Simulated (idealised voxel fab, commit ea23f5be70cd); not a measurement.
Process module name: voxel local oxidation
Square cell edge 5 nm, section width 265 nm, ID cut.
Bands, listed from the top down, are how a cross-section gets written in this document; the cross-section itself is a grid of square cells, and a band is one or more rows of them. Basically the band line says how high the top is and how high the bottom is, in nm, and then what's in it from left to right, every material with its width in nm. Empty space shows up as "air", and if a single material carries "everywhere" it runs the full band edge to edge. Heights are expressed relative to 0, this being the level below which the as-received wafer comprises one material exclusively. The lowest band is unbounded in the downward direction and is denoted as in "0..down". The width entry "30..40" should be interpreted row by row: the top row of cells in the band takes the first number, the bottom row takes the second number, and the change between adjacent rows is uniform throughout. The designation "no change", where it is given for a processing step, indicates that no cell of the cross-section was altered in the course of that step. Each empty space that has no open way to the top and spans at least 8 cells appears under "Entrapped void list" as width x height at distance, the distance counted from the left edge, all in nm. Anything after a step's settings on that line? It's the simulator's own note about the step. What "overlay nm" on a step's line means: if the step has a mask, that mask lay this far to the right of its planned place, or, when the value is negative, to the left.
## Planned step list for the process
1,RECEIVE with material Si
2,OXIDIZE with depth nm 5
3,CONFORMAL_DEP with material SiN, thk nm 10
4,MASKED_ETCH with tone cover, mask id ACTIVE, width nm 130, etch materials SiN, depth nm 10, overlay nm 0
5,SELECTIVE_ETCH with etch materials SiO2, depth nm 5
6,OXIDIZE with depth nm 15
7,STRIP with etch materials SiN
## Here's what the wafer looked like in cross-section when it arrived - that's after step 1
> 0..down: Si everywhere
> Entrapped void list: none
## Wafer cross-section at module end: first of two, run to plan
> 0..-5: 70 air  120 SiO2  75 air
> -5..-20: 85 SiO2  90 Si  90 SiO2
> -20..down: Si everywhere
> Entrapped void list: none
## Here's the second of our two wafers sectioned at module end. Same start as the first, same plan, but one mistake got made running it
> 0..-5: 70 air  120 SiO2  75 air
> -5..-15: SiO2 everywhere
> -15..down: Si everywhere
> Entrapped void list: none
Plan not followed: not per plan at step 2, really ran OXIDIZE with depth nm 15
Looking at both finished wafers in cells, the second ends up ahead of or behind the first on some materials: 1 fewer of Si, 1 more of SiO2
